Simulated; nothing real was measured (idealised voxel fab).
The process module that follows is named voxel tone inversion.
Each square cell in cross-section cut measures 5 nm, and the section as a whole is 260 nm wide.
For the purposes of this document, a cross-section shall be understood as a grid of square cells, specified as bands listed in top-to-bottom order, each band consisting of one or more rows of cells.
Quick guide to a band line: top height, bottom height (nm) up front; then every material left to right with its width in nm. Only one material and it's marked "throughout"? Then it fills the band edge to edge. And "air" just means empty space.
Where do heights start? At 0: under that level the wafer as delivered is made of one material only. And the lowest band has no floor; it just carries on downward, as in "top 0, no bottom".
A two-number width, for instance "30 to 40", indicates that the width is equal to the first number in the top row of the band and to the second number in the bottom row, and that it changes by a constant amount per row of cells.
Take "nothing different" at face value: in the step it is given for, the cross-section changed in none of its cells.
Each empty space that has no open way to the top and spans at least 8 cells appears under "Catalogued sealed voids" as width x height at distance, the distance counted from the left edge, all in nm.
On each step's line, the part that comes after the settings is the simulator's own comment on the step.
overlay nm: step with mask; distance mask lay right of planned place; negative value = left of planned place.

**Steps in the process plan**
1: RECEIVE | material Si
2: CONFORMAL_DEP | material SiN | thk nm 10
3: DIRECTIONAL_DEP | material aC | thk nm 25
4: PATTERN | tone cover | mask id POSTS | material resist | width nm 25 | pitch nm 50 | thk nm 30 | overlay nm 0
5: DIRECTIONAL_ETCH | etch materials aC | depth nm 25
6: STRIP | etch materials resist
7: FILL_DEP | material SiO2 | thk nm 5
8: CMP | height nm 35
9: STRIP | etch materials aC

**Shown in cross-section is the wafer as received, that is, as it stands after step 1**
* top 0, no bottom = Si throughout
* Catalogued sealed voids: none

**Module complete - cross-section of the first of two wafers, run according to plan**
* top 35, bottom 10 = 65 of SiO2, then 25 of air, then 25 of SiO2, then 25 of air, then 25 of SiO2, then 25 of air, then 70 of SiO2
* top 10, bottom 0 = SiN throughout
* top 0, no bottom = Si throughout
* Catalogued sealed voids: none

**Second wafer of the two, sectioned at the end of the module. It began like the first and followed the same plan, but one mistake was made while running it**
* top 35, bottom 10 = 70 of SiO2, then 15 of air, then 35 of SiO2, then 15 of air, then 35 of SiO2, then 15 of air, then 75 of SiO2
* top 10, bottom 0 = SiN throughout
* top 0, no bottom = Si throughout
* Catalogued sealed voids: none
Diagnosis: it should be noted that step 4 was executed with settings other than those planned, the operation and settings actually applied being PATTERN | tone cover | mask id POSTS | material resist | width nm 15 | pitch nm 50 | thk nm 30 | overlay nm 0
Count the cells at the end and the second wafer has more or fewer of some materials than the first: SiO2: 30 more
